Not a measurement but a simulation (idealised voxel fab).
Presented below is a process module, voxel air gaps.
Pictured: cross-section cut, 230 nm wide, on a grid of 5 nm square cells.
Cross-section spec: square-cell grid; bands listed top down; each band is one or more rows. For a band, the entry starts with two heights in nm, that of the top and then that of the bottom, and carries on with the band's materials in order from left to right, each alongside its width in nm; the word "edge to edge" beside a single material means it fills the band edge to edge, and "blank" means empty space. Beneath 0, the wafer as received is one material, and that level is where height counting begins. The lowest band goes on downward without a bottom; it is written like "z 0 and below". Quick explanation for "30..40": the width changes in equal steps down the rows of cells, from the first number in the band's top row to the second number in its bottom row. Given "nothing altered" for a step, no cell of the cross-section differs between before and after that step. "Closed empty spaces" means: voids of 8 cells or more that are shut off from the top with no open way through. Written width x height at distance, distance from the left edge, in nm. What comes after the settings on a step's line is commentary from the simulator itself on that step. The optional step-line setting "overlay nm" applies to steps with a mask and quantifies how far to the right of its planned location the mask lay, a negative value indicating leftward placement.

**Process steps - plan**
| 1 | op RECEIVE | material Si |
| 2 | op CONFORMAL_DEP | material SiO2 | thk nm 10 |
| 3 | op CONFORMAL_DEP | material SiCN | thk nm 5 |
| 4 | op DIRECTIONAL_DEP | material SiO2 | thk nm 35 |
| 5 | op PATTERN | tone open | mask id LINES | material resist | width nm 15 | pitch nm 40 | thk nm 20 | overlay nm 0 |
| 6 | op DIRECTIONAL_ETCH | etch materials SiO2 | depth nm 35 |
| 7 | op STRIP | etch materials resist |
| 8 | op CONFORMAL_DEP | material TiN | thk nm 5 |
| 9 | op FILL_DEP | material W | thk nm 5 |
| 10 | op CMP | height nm 50 |
| 11 | op EPI | material Ru | thk nm 10 |
| 12 | op SELECTIVE_ETCH | etch materials SiO2 | depth nm 45 |
| 13 | op CONFORMAL_DEP | material SiCN | thk nm 5 |

**Here's what the wafer looked like in cross-section when it arrived - that's after step 1**
    z 0 and below: Si edge to edge
    Closed empty spaces: none

**Here's the cross-section of the first of our two wafers at the end of the module - it ran as planned**
    z 65 to 60: 50 blank  125 SiCN  55 blank
    z 60 to 50: 50 blank  5 SiCN  35 Ru  5 SiCN  35 Ru  5 SiCN  35 Ru  5 SiCN  55 blank
    z 50 to 45: 50 blank  15 SiCN  5 TiN  5 W  5 TiN  25 SiCN  5 TiN  5 W  5 TiN  25 SiCN  5 TiN  5 W  5 TiN  15 SiCN  55 blank
    z 45 to 20: 60 blank  5 SiCN  5 TiN  5 W  5 TiN  5 SiCN  15 blank  5 SiCN  5 TiN  5 W  5 TiN  5 SiCN  15 blank  5 SiCN  5 TiN  5 W  5 TiN  5 SiCN  65 blank
    z 20 to 15: 65 SiCN  15 TiN  25 SiCN  15 TiN  25 SiCN  15 TiN  70 SiCN
    z 15 to 10: SiCN edge to edge
    z 10 to 0: SiO2 edge to edge
    z 0 and below: Si edge to edge
    Closed empty spaces: 15 x 25 at 85; 15 x 25 at 125

**Second wafer of the two, sectioned at the end of the module. It began like the first and followed the same plan, but one mistake was made while running it**
    z 65 to 60: 45 blank  135 SiCN  50 blank
    z 60 to 50: 45 blank  5 SiCN  125 Ru  5 SiCN  50 blank
    z 50 to 45: 45 blank  15 SiCN  5 TiN  15 W  5 TiN  15 SiO2  5 TiN  15 W  5 TiN  15 SiO2  5 TiN  15 W  5 TiN  15 SiCN  50 blank
    z 45 to 20: 55 blank  5 SiCN  5 TiN  15 W  5 TiN  15 SiO2  5 TiN  15 W  5 TiN  15 SiO2  5 TiN  15 W  5 TiN  5 SiCN  60 blank
    z 20 to 15: 60 SiCN  25 TiN  15 SiO2  25 TiN  15 SiO2  25 TiN  65 SiCN
    z 15 to 10: SiCN edge to edge
    z 10 to 0: SiO2 edge to edge
    z 0 and below: Si edge to edge
    Closed empty spaces: none
What broke from the plan during processing? step 5 did not happen as planned, as run it was op PATTERN | tone open | mask id LINES | material resist | width nm 25 | pitch nm 40 | thk nm 20 | overlay nm 0
The second wafer ends with more or fewer cells of some materials than the first, per final count: Ru: 8 more; SiCN: 44 fewer; SiO2: 42 more; TiN: 6 more; W: 36 more
Upon completion, the first wafer exhibits 2 closed voids and the second wafer exhibits 0.
